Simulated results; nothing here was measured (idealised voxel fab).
process module | voxel released beams
cross-section cut | 275 nm wide | cells 5 nm
A cross-section is a grid of square cells, given in bands from the top down. A band is one or more rows of cells.
Each band's line starts with the height of the band's top and of its bottom, in nm. Then come its materials from left to right, each with its width in nm. One material with "throughout" fills the band from edge to edge. "air" is empty space.
Height 0 is the level under which the wafer as received is all one material. The lowest band goes on downwards, as in "0 down".
A width such as "30 to 40" changes by the same amount from each row of cells to the next, from the band's top row to its bottom row.
"no change" after a step means that no cell of the cross-section changed.
closed voids: empty space of 8 cells or more with no open way to the top, each as width x height at its distance from the left edge, in nm
after a step's settings: what the simulator itself notes on the step
overlay nm, on a step with a mask: how far to the right of its planned place the mask lay; to the left if negative
plan
1 op RECEIVE | material Si
2 op CONFORMAL_DEP | material Al2O3 | thk nm 5
3 op DIRECTIONAL_DEP | material SiO2 | thk nm 20
4 op MASKED_ETCH | tone open | mask id ANCHOR | width nm 25 | etch materials SiO2 | depth nm 20 | overlay nm 0
5 op CONFORMAL_DEP | material SiN | thk nm 10
6 op DIRECTIONAL_DEP | material aC | thk nm 10
7 op PATTERN | tone cover | mask id BEAM | material resist | width nm 75 | thk nm 25 | overlay nm 0
8 op DIRECTIONAL_ETCH | etch materials aC | depth nm 10
9 op STRIP | etch materials resist
10 op DIRECTIONAL_ETCH | etch materials SiN | depth nm 10
11 op STRIP | etch materials aC
12 op STRIP | etch materials SiO2
first wafer, as planned
as received, after step 1
  0 down: Si throughout
  closed voids: none
after step 2
  5 to 0: Al2O3 throughout
  below 0: unchanged
after step 3
  25 to 5: SiO2 throughout
  below 5: unchanged
after step 4
  25 to 5: SiO2 100 | air 25 | SiO2 150
  below 5: unchanged
after step 5
  35 to 25: SiN 110 | air 5 | SiN 160
  25 to 15: SiO2 100 | SiN 10 | air 5 | SiN 10 | SiO2 150
  15 to 5: SiO2 100 | SiN 25 | SiO2 150
  below 5: unchanged
after step 6
  45 to 35: aC 110 | air 5 | aC 160
  35 to 25: SiN 110 | air 5 | SiN 160
  25 to 15: SiO2 100 | SiN 10 | aC 5 | SiN 10 | SiO2 150
  below 15: unchanged
after step 7
  70 to 45: air 95 | resist 75 | air 105
  45 to 35: aC 110 | resist 5 | aC 160
  35 to 25: SiN 110 | resist 5 | SiN 160
  below 25: unchanged
after step 8
  60 to 45: air 95 | resist 75 | air 105
  45 to 35: air 95 | aC 15 | resist 5 | aC 55 | air 105
  below 35: unchanged
after step 9
  45 to 35: air 95 | aC 15 | air 5 | aC 55 | air 105
  35 to 25: SiN 110 | air 5 | SiN 160
  below 25: unchanged
after step 10
  45 to 35: air 95 | aC 15 | air 5 | aC 55 | air 105
  35 to 25: air 95 | SiN 15 | air 5 | SiN 55 | air 105
  below 25: unchanged
after step 11
  35 to 25: air 95 | SiN 15 | air 5 | SiN 55 | air 105
  25 to 15: SiO2 100 | SiN 10 | air 5 | SiN 10 | SiO2 150
  below 15: unchanged
after step 12
  35 to 25: air 95 | SiN 15 | air 5 | SiN 55 | air 105
  25 to 15: air 100 | SiN 10 | air 5 | SiN 10 | air 150
  15 to 5: air 100 | SiN 25 | air 150
  below 5: unchanged
second wafer: like start, like plan, one mistake. Through step 3 it matches the first wafer
when step 4 should have ended
  25 to 5: SiO2 105 | air 25 | SiO2 145
  below 5: unchanged
when step 5 should have ended
  35 to 25: SiN 115 | air 5 | SiN 155
  25 to 15: SiO2 105 | SiN 10 | air 5 | SiN 10 | SiO2 145
  15 to 5: SiO2 105 | SiN 25 | SiO2 145
  below 5: unchanged
when step 6 should have ended
  45 to 35: aC 115 | air 5 | aC 155
  35 to 25: SiN 115 | air 5 | SiN 155
  25 to 15: SiO2 105 | SiN 10 | aC 5 | SiN 10 | SiO2 145
  below 15: unchanged
when step 7 should have ended
  70 to 45: air 95 | resist 75 | air 105
  45 to 35: aC 115 | resist 5 | aC 155
  35 to 25: SiN 115 | resist 5 | SiN 155
  below 25: unchanged
when step 8 should have ended
  60 to 45: air 95 | resist 75 | air 105
  45 to 35: air 95 | aC 20 | resist 5 | aC 50 | air 105
  below 35: unchanged
when step 9 should have ended
  45 to 35: air 95 | aC 20 | air 5 | aC 50 | air 105
  35 to 25: SiN 115 | air 5 | SiN 155
  below 25: unchanged
when step 10 should have ended
  45 to 35: air 95 | aC 20 | air 5 | aC 50 | air 105
  35 to 25: air 95 | SiN 20 | air 5 | SiN 50 | air 105
  below 25: unchanged
when step 11 should have ended
  35 to 25: air 95 | SiN 20 | air 5 | SiN 50 | air 105
  25 to 15: SiO2 105 | SiN 10 | air 5 | SiN 10 | SiO2 145
  below 15: unchanged
when step 12 should have ended
  35 to 25: air 95 | SiN 20 | air 5 | SiN 50 | air 105
  25 to 15: air 105 | SiN 10 | air 5 | SiN 10 | air 145
  15 to 5: air 105 | SiN 25 | air 145
  below 5: unchanged
what went wrong: step 4 ran as: op MASKED_ETCH | tone open | mask id ANCHOR | width nm 25 | etch materials SiO2 | depth nm 20 | overlay nm 5
at the end the second wafer has, in cells: as many of each material as the first, in other places
